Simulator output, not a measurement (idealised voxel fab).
process module | voxel released beams
cross-section cut | 260 nm wide | cells 5 nm
A cross-section is a grid of square cells, given in bands from the top down. A band is one or more rows of cells.
Each band's line starts with the height of the band's top and of its bottom, in nm. Then come its materials from left to right, each with its width in nm. One material with "throughout" fills the band from edge to edge. "air" is empty space.
Height 0 is the level under which the wafer as received is all one material. The lowest band goes on downwards, as in "0 down".
A width such as "30 to 40" changes by the same amount from each row of cells to the next, from the band's top row to its bottom row.
"no change" after a step means that no cell of the cross-section changed.
closed voids: empty space of 8 cells or more with no open way to the top, each as width x height at its distance from the left edge, in nm
after a step's settings: what the simulator itself notes on the step
overlay nm, on a step with a mask: how far to the right of its planned place the mask lay; to the left if negative
plan
1 op RECEIVE | material Si
2 op CONFORMAL_DEP | material Al2O3 | thk nm 5
3 op DIRECTIONAL_DEP | material SiO2 | thk nm 10
4 op MASKED_ETCH | tone open | mask id ANCHOR | width nm 45 | etch materials SiO2 | depth nm 10 | overlay nm 0
5 op CONFORMAL_DEP | material polySi | thk nm 15
6 op PATTERN | tone cover | mask id BEAM | material resist | width nm 130 | thk nm 20 | overlay nm 0
7 op DIRECTIONAL_ETCH | etch materials polySi | depth nm 15
8 op STRIP | etch materials resist
9 op STRIP | etch materials SiO2
first wafer, as planned
as received, after step 1
  0 down: Si throughout
  closed voids: none
after step 2
  5 to 0: Al2O3 throughout
  below 0: unchanged
after step 3
  15 to 5: SiO2 throughout
  below 5: unchanged
after step 4
  15 to 5: SiO2 65 | air 45 | SiO2 150
  below 5: unchanged
after step 5
  30 to 20: polySi 80 | air 15 | polySi 165
  20 to 15: polySi throughout
  15 to 5: SiO2 65 | polySi 45 | SiO2 150
  below 5: unchanged
after step 6
  50 to 30: air 60 | resist 130 | air 70
  30 to 20: polySi 80 | resist 15 | polySi 165
  below 20: unchanged
after step 7
  50 to 30: air 60 | resist 130 | air 70
  30 to 20: air 60 | polySi 20 | resist 15 | polySi 95 | air 70
  20 to 15: air 60 | polySi 130 | air 70
  below 15: unchanged
after step 8
  30 to 20: air 60 | polySi 20 | air 15 | polySi 95 | air 70
  below 20: unchanged
after step 9
  30 to 20: air 60 | polySi 20 | air 15 | polySi 95 | air 70
  20 to 15: air 60 | polySi 130 | air 70
  15 to 5: air 65 | polySi 45 | air 150
  below 5: unchanged
second wafer: like start, like plan, one mistake. Through step 4 it matches the first wafer
when step 5 should have ended
  40 to 15: polySi throughout
  15 to 5: SiO2 65 | polySi 45 | SiO2 150
  below 5: unchanged
when step 6 should have ended
  60 to 40: air 60 | resist 130 | air 70
  below 40: unchanged
when step 7 should have ended
  60 to 40: air 60 | resist 130 | air 70
  40 to 25: air 60 | polySi 130 | air 70
  below 25: unchanged
when step 8 should have ended
  40 to 25: air 60 | polySi 130 | air 70
  below 25: unchanged
when step 9 should have ended: no change
what went wrong: step 5 ran as: op CONFORMAL_DEP | material polySi | thk nm 25
at the end the second wafer has, in cells: 86 more of SiO2 | 110 more of polySi
